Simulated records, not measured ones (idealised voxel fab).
process module | voxel air gaps
cross-section cut | 240 nm wide | cells 5 nm
A cross-section is a grid of square cells, given in bands from the top down. A band is one or more rows of cells.
Each band's line starts with the height of the band's top and of its bottom, in nm. Then come its materials from left to right, each with its width in nm. One material with "throughout" fills the band from edge to edge. "air" is empty space.
Height 0 is the level under which the wafer as received is all one material. The lowest band goes on downwards, as in "0 down".
A width such as "30 to 40" changes by the same amount from each row of cells to the next, from the band's top row to its bottom row.
"no change" after a step means that no cell of the cross-section changed.
closed voids: empty space of 8 cells or more with no open way to the top, each as width x height at its distance from the left edge, in nm
after a step's settings: what the simulator itself notes on the step
overlay nm, on a step with a mask: how far to the right of its planned place the mask lay; to the left if negative
plan
1 op RECEIVE | material Si
2 op CONFORMAL_DEP | material SiO2 | thk nm 15
3 op CONFORMAL_DEP | material SiCN | thk nm 5
4 op DIRECTIONAL_DEP | material SiO2 | thk nm 30
5 op PATTERN | tone open | mask id LINES | material resist | width nm 15 | pitch nm 45 | thk nm 20 | overlay nm 0
6 op DIRECTIONAL_ETCH | etch materials SiO2 | depth nm 30
7 op STRIP | etch materials resist
8 op CONFORMAL_DEP | material TiN | thk nm 5
9 op FILL_DEP | material W | thk nm 10
10 op CMP | height nm 50
11 op EPI | material Ru | thk nm 10
12 op SELECTIVE_ETCH | etch materials SiO2 | depth nm 40
13 op CONFORMAL_DEP | material SiCN | thk nm 5
varied across the wafers: width nm of step 5. The plan shows the first wafer's value. All wafers start alike
first wafer as received, after step 1
  0 down: Si throughout
  closed voids: none
first wafer at the end, after step 13
  65 to 60: air 30 | SiCN 180 | air 30
  60 to 50: air 30 | SiCN 5 | Ru 35 | SiCN 10 | Ru 35 | SiCN 10 | Ru 35 | SiCN 10 | Ru 35 | SiCN 5 | air 30
  50 to 45: air 30 | SiCN 15 | TiN 5 | W 5 | TiN 5 | SiCN 30 | TiN 5 | W 5 | TiN 5 | SiCN 30 | TiN 5 | W 5 | TiN 5 | SiCN 30 | TiN 5 | W 5 | TiN 5 | SiCN 15 | air 30
  45 to 25: air 40 | SiCN 5 | TiN 5 | W 5 | TiN 5 | SiCN 5 | air 20 | SiCN 5 | TiN 5 | W 5 | TiN 5 | SiCN 5 | air 20 | SiCN 5 | TiN 5 | W 5 | TiN 5 | SiCN 5 | air 20 | SiCN 5 | TiN 5 | W 5 | TiN 5 | SiCN 5 | air 40
  25 to 20: SiCN 45 | TiN 15 | SiCN 30 | TiN 15 | SiCN 30 | TiN 15 | SiCN 30 | TiN 15 | SiCN 45
  20 to 15: SiCN throughout
  15 to 0: SiO2 throughout
  0 down: Si throughout
  closed voids: 20 x 20 at 65; 20 x 20 at 110; 20 x 20 at 155
last wafer at the end
  65 to 60: air 20 | SiCN 195 | air 25
  60 to 50: air 20 | SiCN 5 | Ru 185 | SiCN 5 | air 25
  50 to 45: air 20 | SiCN 15 | TiN 5 | W 20 | TiN 5 | SiO2 15 | TiN 5 | W 20 | TiN 5 | SiO2 15 | TiN 5 | W 20 | TiN 5 | SiO2 15 | TiN 5 | W 20 | TiN 5 | SiCN 15 | air 25
  45 to 25: air 30 | SiCN 5 | TiN 5 | W 20 | TiN 5 | SiO2 15 | TiN 5 | W 20 | TiN 5 | SiO2 15 | TiN 5 | W 20 | TiN 5 | SiO2 15 | TiN 5 | W 20 | TiN 5 | SiCN 5 | air 35
  25 to 20: SiCN 35 | TiN 30 | SiO2 15 | TiN 30 | SiO2 15 | TiN 30 | SiO2 15 | TiN 30 | SiCN 40
  20 to 15: SiCN throughout
  15 to 0: SiO2 throughout
  0 down: Si throughout
  closed voids: none
each wafer at the end: cells of each material gained (+) or lost (-) since it was received, then its closed voids
width nm 15 | +56 Ru | +192 SiCN | +144 SiO2 | +52 TiN | +20 W | closed voids: 20 x 20 at 65; 20 x 20 at 110; 20 x 20 at 155
width nm 20 | +64 Ru | +180 SiCN | +144 SiO2 | +56 TiN | +40 W | closed voids: 15 x 20 at 65; 15 x 20 at 110; 15 x 20 at 155
width nm 25 | +72 Ru | +120 SiCN | +216 SiO2 | +60 TiN | +60 W | closed voids: none
width nm 30 | +74 Ru | +120 SiCN | +198 SiO2 | +64 TiN | +80 W | closed voids: none
